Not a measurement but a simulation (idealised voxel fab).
process module | voxel gate over fins
cross-section cut | 270 nm wide | cells 5 nm
A cross-section is a grid of square cells, given in bands from the top down. A band is one or more rows of cells.
Each band's line starts with the height of the band's top and of its bottom, in nm. Then come its materials from left to right, each with its width in nm. One material with "throughout" fills the band from edge to edge. "air" is empty space.
Height 0 is the level under which the wafer as received is all one material. The lowest band goes on downwards, as in "0 down".
A width such as "30 to 40" changes by the same amount from each row of cells to the next, from the band's top row to its bottom row.
"no change" after a step means that no cell of the cross-section changed.
closed voids: empty space of 8 cells or more with no open way to the top, each as width x height at its distance from the left edge, in nm
after a step's settings: what the simulator itself notes on the step
overlay nm, on a step with a mask: how far to the right of its planned place the mask lay; to the left if negative
plan
1 op RECEIVE | material Si
2 op CONFORMAL_DEP | material SiN | thk nm 5
3 op PATTERN | tone cover | mask id FINS | material resist | width nm 15 | pitch nm 40 | thk nm 15 | overlay nm 0
4 op DIRECTIONAL_ETCH | etch materials SiN | depth nm 5
5 op DIRECTIONAL_ETCH | etch materials Si | depth nm 35
6 op STRIP | etch materials resist
7 op OXIDIZE | depth nm 5
8 op FILL_DEP | material SiO2 | thk nm 15
9 op CMP | height nm 5
10 op SELECTIVE_ETCH | etch materials SiO2 | depth nm 15
11 op STRIP | etch materials SiN
12 op CONFORMAL_DEP | material HfO2 | thk nm 5
13 op CONFORMAL_DEP | material TiN | thk nm 5
14 op CONFORMAL_DEP | material TiAl | thk nm 5
15 op CONFORMAL_DEP | material TiN | thk nm 5
16 op FILL_DEP | material W | thk nm 15
17 op CMP | height nm 30
18 op CONFORMAL_DEP | material SiN | thk nm 10
first wafer, as planned
as received, after step 1
  0 down: Si throughout
  closed voids: none
after step 2
  5 to 0: SiN throughout
  below 0: unchanged
after step 3
  20 to 5: air 85 | resist 15 | air 25 | resist 15 | air 25 | resist 15 | air 90
  below 5: unchanged
after step 4
  20 to 5: air 85 | resist 15 | air 25 | resist 15 | air 25 | resist 15 | air 90
  5 to 0: air 85 | SiN 15 | air 25 | SiN 15 | air 25 | SiN 15 | air 90
  below 0: unchanged
after step 5
  20 to 5: air 85 | resist 15 | air 25 | resist 15 | air 25 | resist 15 | air 90
  5 to 0: air 85 | SiN 15 | air 25 | SiN 15 | air 25 | SiN 15 | air 90
  0 to -35: air 85 | Si 15 | air 25 | Si 15 | air 25 | Si 15 | air 90
  below -35: unchanged
after step 6
  5 to 0: air 85 | SiN 15 | air 25 | SiN 15 | air 25 | SiN 15 | air 90
  below 0: unchanged
after step 7
  5 to 0: air 85 | SiN 15 | air 25 | SiN 15 | air 25 | SiN 15 | air 90
  0 to -35: air 85 | SiO2 5 | Si 5 | SiO2 5 | air 25 | SiO2 5 | Si 5 | SiO2 5 | air 25 | SiO2 5 | Si 5 | SiO2 5 | air 90
  -35 to -40: SiO2 90 | Si 5 | SiO2 35 | Si 5 | SiO2 35 | Si 5 | SiO2 95
  below -40: unchanged
after step 8
  20 to 5: SiO2 throughout
  5 to 0: SiO2 85 | SiN 15 | SiO2 25 | SiN 15 | SiO2 25 | SiN 15 | SiO2 90
  0 to -40: SiO2 90 | Si 5 | SiO2 35 | Si 5 | SiO2 35 | Si 5 | SiO2 95
  below -40: unchanged
after step 9
  5 to 0: SiO2 85 | SiN 15 | SiO2 25 | SiN 15 | SiO2 25 | SiN 15 | SiO2 90
  below 0: unchanged
after step 10
  5 to 0: air 85 | SiN 15 | air 25 | SiN 15 | air 25 | SiN 15 | air 90
  0 to -10: air 90 | Si 5 | air 35 | Si 5 | air 35 | Si 5 | air 95
  below -10: unchanged
after step 11
  0 to -10: air 90 | Si 5 | air 35 | Si 5 | air 35 | Si 5 | air 95
  below -10: unchanged
after step 12
  5 to 0: air 85 | HfO2 15 | air 25 | HfO2 15 | air 25 | HfO2 15 | air 90
  0 to -5: air 85 | HfO2 5 | Si 5 | HfO2 5 | air 25 | HfO2 5 | Si 5 | HfO2 5 | air 25 | HfO2 5 | Si 5 | HfO2 5 | air 90
  -5 to -10: HfO2 90 | Si 5 | HfO2 35 | Si 5 | HfO2 35 | Si 5 | HfO2 95
  below -10: unchanged
after step 13
  10 to 5: air 80 | TiN 25 | air 15 | TiN 25 | air 15 | TiN 25 | air 85
  5 to 0: air 80 | TiN 5 | HfO2 15 | TiN 5 | air 15 | TiN 5 | HfO2 15 | TiN 5 | air 15 | TiN 5 | HfO2 15 | TiN 5 | air 85
  0 to -5: TiN 85 | HfO2 5 | Si 5 | HfO2 5 | TiN 25 | HfO2 5 | Si 5 | HfO2 5 | TiN 25 | HfO2 5 | Si 5 | HfO2 5 | TiN 90
  below -5: unchanged
after step 14
  15 to 10: air 75 | TiAl 35 | air 5 | TiAl 35 | air 5 | TiAl 35 | air 80
  10 to 5: air 75 | TiAl 5 | TiN 25 | TiAl 5 | air 5 | TiAl 5 | TiN 25 | TiAl 5 | air 5 | TiAl 5 | TiN 25 | TiAl 5 | air 80
  5 to 0: TiAl 80 | TiN 5 | HfO2 15 | TiN 5 | TiAl 15 | TiN 5 | HfO2 15 | TiN 5 | TiAl 15 | TiN 5 | HfO2 15 | TiN 5 | TiAl 85
  below 0: unchanged
after step 15
  20 to 15: air 70 | TiN 125 | air 75
  15 to 10: air 70 | TiN 5 | TiAl 35 | TiN 5 | TiAl 35 | TiN 5 | TiAl 35 | TiN 5 | air 75
  10 to 5: TiN 75 | TiAl 5 | TiN 25 | TiAl 5 | TiN 5 | TiAl 5 | TiN 25 | TiAl 5 | TiN 5 | TiAl 5 | TiN 25 | TiAl 5 | TiN 80
  below 5: unchanged
after step 16
  35 to 20: W throughout
  20 to 15: W 70 | TiN 125 | W 75
  15 to 10: W 70 | TiN 5 | TiAl 35 | TiN 5 | TiAl 35 | TiN 5 | TiAl 35 | TiN 5 | W 75
  below 10: unchanged
after step 17
  30 to 20: W throughout
  below 20: unchanged
after step 18
  40 to 30: SiN throughout
  below 30: unchanged
second wafer: like start, like plan, one mistake. Through step 2 it matches the first wafer
when step 3 should have ended
  20 to 5: air 85 | resist 20 | air 20 | resist 20 | air 20 | resist 20 | air 85
  below 5: unchanged
when step 4 should have ended
  20 to 5: air 85 | resist 20 | air 20 | resist 20 | air 20 | resist 20 | air 85
  5 to 0: air 85 | SiN 20 | air 20 | SiN 20 | air 20 | SiN 20 | air 85
  below 0: unchanged
when step 5 should have ended
  20 to 5: air 85 | resist 20 | air 20 | resist 20 | air 20 | resist 20 | air 85
  5 to 0: air 85 | SiN 20 | air 20 | SiN 20 | air 20 | SiN 20 | air 85
  0 to -35: air 85 | Si 20 | air 20 | Si 20 | air 20 | Si 20 | air 85
  below -35: unchanged
when step 6 should have ended
  5 to 0: air 85 | SiN 20 | air 20 | SiN 20 | air 20 | SiN 20 | air 85
  below 0: unchanged
when step 7 should have ended
  5 to 0: air 85 | SiN 20 | air 20 | SiN 20 | air 20 | SiN 20 | air 85
  0 to -35: air 85 | SiO2 5 | Si 10 | SiO2 5 | air 20 | SiO2 5 | Si 10 | SiO2 5 | air 20 | SiO2 5 | Si 10 | SiO2 5 | air 85
  -35 to -40: SiO2 90 | Si 10 | SiO2 30 | Si 10 | SiO2 30 | Si 10 | SiO2 90
  below -40: unchanged
when step 8 should have ended
  20 to 5: SiO2 throughout
  5 to 0: SiO2 85 | SiN 20 | SiO2 20 | SiN 20 | SiO2 20 | SiN 20 | SiO2 85
  0 to -40: SiO2 90 | Si 10 | SiO2 30 | Si 10 | SiO2 30 | Si 10 | SiO2 90
  below -40: unchanged
when step 9 should have ended
  5 to 0: SiO2 85 | SiN 20 | SiO2 20 | SiN 20 | SiO2 20 | SiN 20 | SiO2 85
  below 0: unchanged
when step 10 should have ended
  5 to 0: air 85 | SiN 20 | air 20 | SiN 20 | air 20 | SiN 20 | air 85
  0 to -10: air 90 | Si 10 | air 30 | Si 10 | air 30 | Si 10 | air 90
  below -10: unchanged
when step 11 should have ended
  0 to -10: air 90 | Si 10 | air 30 | Si 10 | air 30 | Si 10 | air 90
  below -10: unchanged
when step 12 should have ended
  5 to 0: air 85 | HfO2 20 | air 20 | HfO2 20 | air 20 | HfO2 20 | air 85
  0 to -5: air 85 | HfO2 5 | Si 10 | HfO2 5 | air 20 | HfO2 5 | Si 10 | HfO2 5 | air 20 | HfO2 5 | Si 10 | HfO2 5 | air 85
  -5 to -10: HfO2 90 | Si 10 | HfO2 30 | Si 10 | HfO2 30 | Si 10 | HfO2 90
  below -10: unchanged
when step 13 should have ended
  10 to 5: air 80 | TiN 30 | air 10 | TiN 30 | air 10 | TiN 30 | air 80
  5 to 0: air 80 | TiN 5 | HfO2 20 | TiN 5 | air 10 | TiN 5 | HfO2 20 | TiN 5 | air 10 | TiN 5 | HfO2 20 | TiN 5 | air 80
  0 to -5: TiN 85 | HfO2 5 | Si 10 | HfO2 5 | TiN 20 | HfO2 5 | Si 10 | HfO2 5 | TiN 20 | HfO2 5 | Si 10 | HfO2 5 | TiN 85
  below -5: unchanged
when step 14 should have ended
  15 to 10: air 75 | TiAl 120 | air 75
  10 to 5: air 75 | TiAl 5 | TiN 30 | TiAl 10 | TiN 30 | TiAl 10 | TiN 30 | TiAl 5 | air 75
  5 to 0: TiAl 80 | TiN 5 | HfO2 20 | TiN 5 | TiAl 10 | TiN 5 | HfO2 20 | TiN 5 | TiAl 10 | TiN 5 | HfO2 20 | TiN 5 | TiAl 80
  below 0: unchanged
when step 15 should have ended
  20 to 15: air 70 | TiN 130 | air 70
  15 to 10: air 70 | TiN 5 | TiAl 120 | TiN 5 | air 70
  10 to 5: TiN 75 | TiAl 5 | TiN 30 | TiAl 10 | TiN 30 | TiAl 10 | TiN 30 | TiAl 5 | TiN 75
  below 5: unchanged
when step 16 should have ended
  35 to 20: W throughout
  20 to 15: W 70 | TiN 130 | W 70
  15 to 10: W 70 | TiN 5 | TiAl 120 | TiN 5 | W 70
  below 10: unchanged
when step 17 should have ended
  30 to 20: W throughout
  below 20: unchanged
when step 18 should have ended
  40 to 30: SiN throughout
  below 30: unchanged
what went wrong: step 3 ran as: op PATTERN | tone cover | mask id FINS | material resist | width nm 20 | pitch nm 40 | thk nm 15 | overlay nm 0
at the end the second wafer has, in cells: 24 more of Si | 18 fewer of SiO2 | 4 fewer of TiN | 2 fewer of W
